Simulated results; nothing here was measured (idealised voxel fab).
Herein follows the process module entitled voxel ribs on slabs.
cross-section cut | 240 nm wide | cells 5 nm
Cross-section = grid of square cells, listed top down in bands; band = one or more rows.
Band: top and bottom heights (nm) first, top before bottom; then materials from left to right, widths in nm. "full width" marks a sole material filling the band edge to edge. "empty" denotes empty space.
Height datum 0, below which the as-received substrate wafer is one material. Lowest band open at the bottom, running downward: "0 down".
It should be noted that a width expressed as "30..40" varies in equal increments from row to row of cells within the band, taking the value of the first number at the top row and that of the second number at the bottom row.
When a step is marked "no change occurred", none of the cells in the cross-section changed during that step.
Entry "Enclosed internal voids" = empty spaces >= 8 cells with no open way to the top; each as width x height at distance, distance from left edge, all nm.
If you see something after the settings on a step's line, that's the simulator's own remark about that step.
"overlay nm" on a masked step: distance the mask lay right of its planned place, negative for left.

Process steps (planned):
- 1: RECEIVE | material Si
- 2: DIRECTIONAL_DEP | material SiO2 | thk nm 30
- 3: DIRECTIONAL_DEP | material SiN | thk nm 25
- 4: DIRECTIONAL_DEP | material aC | thk nm 10
- 5: PATTERN | tone cover | mask id RIB | material resist | width nm 15 | thk nm 25 | overlay nm 0
- 6: DIRECTIONAL_ETCH | etch materials aC | depth nm 10
- 7: STRIP | etch materials resist
- 8: DIRECTIONAL_ETCH | etch materials SiN | depth nm 15
- 9: STRIP | etch materials aC
- 10: DIRECTIONAL_DEP | material aC | thk nm 15
- 11: PATTERN | tone cover | mask id SLAB | material resist | width nm 45 | thk nm 35 | overlay nm 0
- 12: DIRECTIONAL_ETCH | etch materials aC | depth nm 15
- 13: STRIP | etch materials resist
- 14: DIRECTIONAL_ETCH | etch materials SiN | depth nm 10
- 15: STRIP | etch materials aC
- 16: FILL_DEP | material SiO2 | thk nm 20
- 17: CMP | height nm 65
- 18: DIRECTIONAL_DEP | material W | thk nm 10
- 19: DIRECTIONAL_DEP | material aC | thk nm 15
- 20: PATTERN | tone cover | mask id HEATER | material resist | width nm 25 | thk nm 30 | overlay nm 0
- 21: DIRECTIONAL_ETCH | etch materials aC | depth nm 15
- 22: STRIP | etch materials resist
- 23: DIRECTIONAL_ETCH | etch materials W | depth nm 10
- 24: STRIP | etch materials aC
- 25: CONFORMAL_DEP | material SiN | thk nm 5

Incoming wafer, cross-sectional view, post step 1:
	0 down = Si full width
	Enclosed internal voids: none

First of two wafers, end-of-module section, run followed plan:
	80 to 75 = 100 empty | 35 SiN | 105 empty
	75 to 70 = 100 empty | 5 SiN | 25 W | 5 SiN | 105 empty
	70 to 65 = 105 SiN | 25 W | 110 SiN
	65 to 55 = SiO2 full width
	55 to 40 = 110 SiO2 | 15 SiN | 115 SiO2
	40 to 30 = 95 SiO2 | 45 SiN | 100 SiO2
	30 to 0 = SiO2 full width
	0 down = Si full width
	Enclosed internal voids: none

Cross-sectional image of the second wafer of the two following completion of the module. Starting state and process plan were the same as for the first wafer; one execution error occurred:
	80 to 75 = 100 empty | 35 SiN | 105 empty
	75 to 70 = 100 empty | 5 SiN | 25 W | 5 SiN | 105 empty
	70 to 65 = 105 SiN | 25 W | 110 SiN
	65 to 60 = 95 SiO2 | 45 SiN | 100 SiO2
	60 to 0 = SiO2 full width
	0 down = Si full width
	Enclosed internal voids: none
The plan and the run diverged here: step 2 was run twice
at the end the second wafer has, in cells: SiN -18, SiO2 +18
